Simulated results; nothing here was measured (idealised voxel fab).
The process module presented herein is designated voxel fin reveal.
For reference, the cross-section in this document is cut, with width 180 nm and square cells of 5 nm.
When this document writes out a cross-section, it uses a grid of square cells and lists it as bands, beginning at the top and moving down, with a band standing for one or more rows of cells.
Band: top height; bottom height; in nm. Then, left to right: material with width in nm, for each material. "full width": a single material spanning edge to edge. "empty": empty space.
Zero point of the height axis is 0; under it, received wafer = one material. Lowest band: continues down indefinitely, "0..down".
Quick explanation for "30 to 40": the width changes in equal steps down the rows of cells, from the first number in the band's top row to the second number in its bottom row.
Given "no change" for a step, no cell of the cross-section differs between before and after that step.
So "Closed void listing" is basically the list of trapped voids: any empty space of 8 cells or more that can't reach the top through an opening. They're written width x height at distance, the distance being from the left edge, and it's all nm.
Read whatever lies past the settings on a step's line as the simulator's own remark about the step.
"overlay nm", when on a step's line for a step with a mask, measures how far to the right of its planned place the mask lay; a negative measure means to the left.

**List of planned process steps**
1,RECEIVE,material Si
2,CONFORMAL_DEP,material SiN,thk nm 10
3,MASKED_ETCH,tone cover,mask id FINS,width nm 15,pitch nm 40,etch materials SiN,depth nm 10,overlay nm 0
4,MASKED_ETCH,tone cover,mask id FINS,width nm 15,pitch nm 40,etch materials Si,depth nm 30,overlay nm 0
5,FILL_DEP,material SiO2,thk nm 5
6,CMP,height nm 10
7,SELECTIVE_ETCH,etch materials SiO2,depth nm 15
8,STRIP,etch materials SiN
What sets these wafers apart? The depth nm at step 7. They all start alike, and the plan carries the first wafer's value.

**First of several wafers, received after step 1, in cross-section**
- 0..down  Si full width
- Closed void listing: none

**Table: wafers, a row each; end-of-module cell change per material since receipt, gain (+), loss (-); then closed voids**
depth nm 15; -180 Si; +150 SiO2; Closed void listing: none
depth nm 20; -180 Si; +120 SiO2; Closed void listing: none
depth nm 25; -180 Si; +90 SiO2; Closed void listing: none
depth nm 30; -180 Si; +60 SiO2; Closed void listing: none
depth nm 35; -180 Si; +30 SiO2; Closed void listing: none
depth nm 40; -180 Si; Closed void listing: none
